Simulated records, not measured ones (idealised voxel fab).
Module name: voxel spacer lines (process module)
Pictured: cross-section cut, 225 nm wide, on a grid of 5 nm square cells.
A cross-section in this document is a grid of square cells, and it is written down as bands, the top band listed before the ones below it; a band is made up of one or more rows of cells. Per band: top height and bottom height in nm, followed by the left-to-right materials and their widths in nm; "everywhere" marks a single material spanning edge to edge, "blank" marks empty space. It should be noted that heights are counted from 0, beneath which the wafer as supplied is of one material throughout, and that the lowest band possesses no lower boundary but continues downward, as written in "z 0 and below". A width given as "30 to 40" starts at the first number in the band's top row and ends at the second number in its bottom row, shifting by an equal amount at every step from row to row. Step note "no alterations made" = no cross-section cell changed. Under "Sealed-off cavities" you'll find the enclosed gaps, the ones with no way out to the top, that are 8 cells or bigger; each reads width x height at distance, with distance counted from the left edge, everything in nm. On each step's line, the part that comes after the settings is the simulator's own comment on the step. A step line may carry the setting "overlay nm", which, for steps involving a mask, states the distance by which the mask lay to the right of its intended position; negative values denote displacement to the left.
The planned process steps are enumerated hereunder
1,RECEIVE, material Si
2,CONFORMAL_DEP, material SiO2, thk nm 10
3,DIRECTIONAL_DEP, material W, thk nm 15
4,DIRECTIONAL_DEP, material aC, thk nm 25
5,PATTERN, tone cover, mask id MANDREL, material resist, width nm 25, pitch nm 70, thk nm 35, overlay nm 0
6,DIRECTIONAL_ETCH, etch materials aC, depth nm 25
7,STRIP, etch materials resist
8,CONFORMAL_DEP, material SiN, thk nm 10
9,DIRECTIONAL_ETCH, etch materials SiN, depth nm 10
10,STRIP, etch materials aC
11,DIRECTIONAL_ETCH, etch materials W, depth nm 15
12,STRIP, etch materials SiN
Cross-section of the incoming wafer, state after step 1
* z 0 and below: Si everywhere
* Sealed-off cavities: none
One mistake in running the module, otherwise start and plan as above: cross-section at the end
* z 60 to 50: blank (20), SiO2 (45), blank (25), SiO2 (45), blank (25), SiO2 (45), blank (20)
* z 50 to 35: blank (20), SiO2 (10), aC (25), SiO2 (10), blank (25), SiO2 (10), aC (25), SiO2 (10), blank (25), SiO2 (10), aC (25), SiO2 (10), blank (20)
* z 35 to 25: SiO2 (30), aC (25), SiO2 (45), aC (25), SiO2 (45), aC (25), SiO2 (30)
* z 25 to 10: W everywhere
* z 10 to 0: SiO2 everywhere
* z 0 and below: Si everywhere
* Sealed-off cavities: none
It is concluded that the wafer was processed incorrectly with respect to the plan, in that step 8, actual vs plan mismatch, actual run CONFORMAL_DEP, material SiO2, thk nm 10
